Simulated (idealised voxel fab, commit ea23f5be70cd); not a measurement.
Process module under the name voxel released beams
Square cell edge 5 nm, section width 295 nm, ID cut.
If you're reading a cross-section in this doc, picture square cells in a grid; it comes to you as bands, top ones listed first down to the bottom, and a band can be one or more rows of cells.
The entry gives the band's vertical extent as a top height and a bottom height in nm, then its horizontal make-up as materials from left to right, each with a width in nm. "air" stands for empty space; a single material marked "everywhere" fills the band edge to edge.
Zero point of the height axis is 0; under it, received wafer = one material. Lowest band: continues down indefinitely, "top 0, no bottom".
Read "30->40" as a graded width: first number on top, second number at the bottom, same change between each pair of neighbouring rows.
When a step is marked "no alterations made", none of the cells in the cross-section changed during that step.
The list in "Entrapped void list" covers empty spaces of 8 cells or more that cannot reach the top through any open way, and it gives each as width x height at distance; the distance is from the left edge, and width, height and distance are in nm.
Text after the settings on a step's line: the simulator's own remark on that step.
"overlay nm" answers the question of how far to the right of plan the mask lay on a step that has a mask, and when it is negative the answer is to the left.

The following list gives the planned process steps
1: RECEIVE, material Si
2: CONFORMAL_DEP, material Al2O3, thk nm 10
3: DIRECTIONAL_DEP, material SiO2, thk nm 20
4: MASKED_ETCH, tone open, mask id ANCHOR, width nm 35, etch materials SiO2, depth nm 20, overlay nm 0
5: CONFORMAL_DEP, material W, thk nm 10
6: DIRECTIONAL_DEP, material aC, thk nm 15
7: PATTERN, tone cover, mask id BEAM, material resist, width nm 115, thk nm 35, overlay nm 0
8: DIRECTIONAL_ETCH, etch materials aC, depth nm 15
9: STRIP, etch materials resist
10: DIRECTIONAL_ETCH, etch materials W, depth nm 10
11: STRIP, etch materials aC
12: STRIP, etch materials SiO2

Delivered wafer in cross-section: state after step 1
top 0, no bottom  Si everywhere
Entrapped void list: none

Cross-section taken at module completion on the first of two wafers; processed per the plan
top 40, bottom 30  air (85) / W (15) / air (15) / W (85) / air (95)
top 30, bottom 20  air (90) / W (10) / air (15) / W (10) / air (170)
top 20, bottom 10  air (90) / W (35) / air (170)
top 10, bottom 0  Al2O3 everywhere
top 0, no bottom  Si everywhere
Entrapped void list: none

So this is wafer number two of the two, cut at the end of the module - it started where the first did and had the same plan, we just got one thing wrong running it
top 35, bottom 30  air (85) / W (10) / air (25) / W (80) / air (95)
top 30, bottom 15  air (90) / W (5) / air (25) / W (5) / air (170)
top 15, bottom 10  air (90) / W (35) / air (170)
top 10, bottom 0  Al2O3 everywhere
top 0, no bottom  Si everywhere
Entrapped void list: none
What broke from the plan during processing? step 5 deviated from plan and actually ran as CONFORMAL_DEP, material W, thk nm 5
Final difference in cells, second wafer against first, listed per material as more or fewer: -31 W
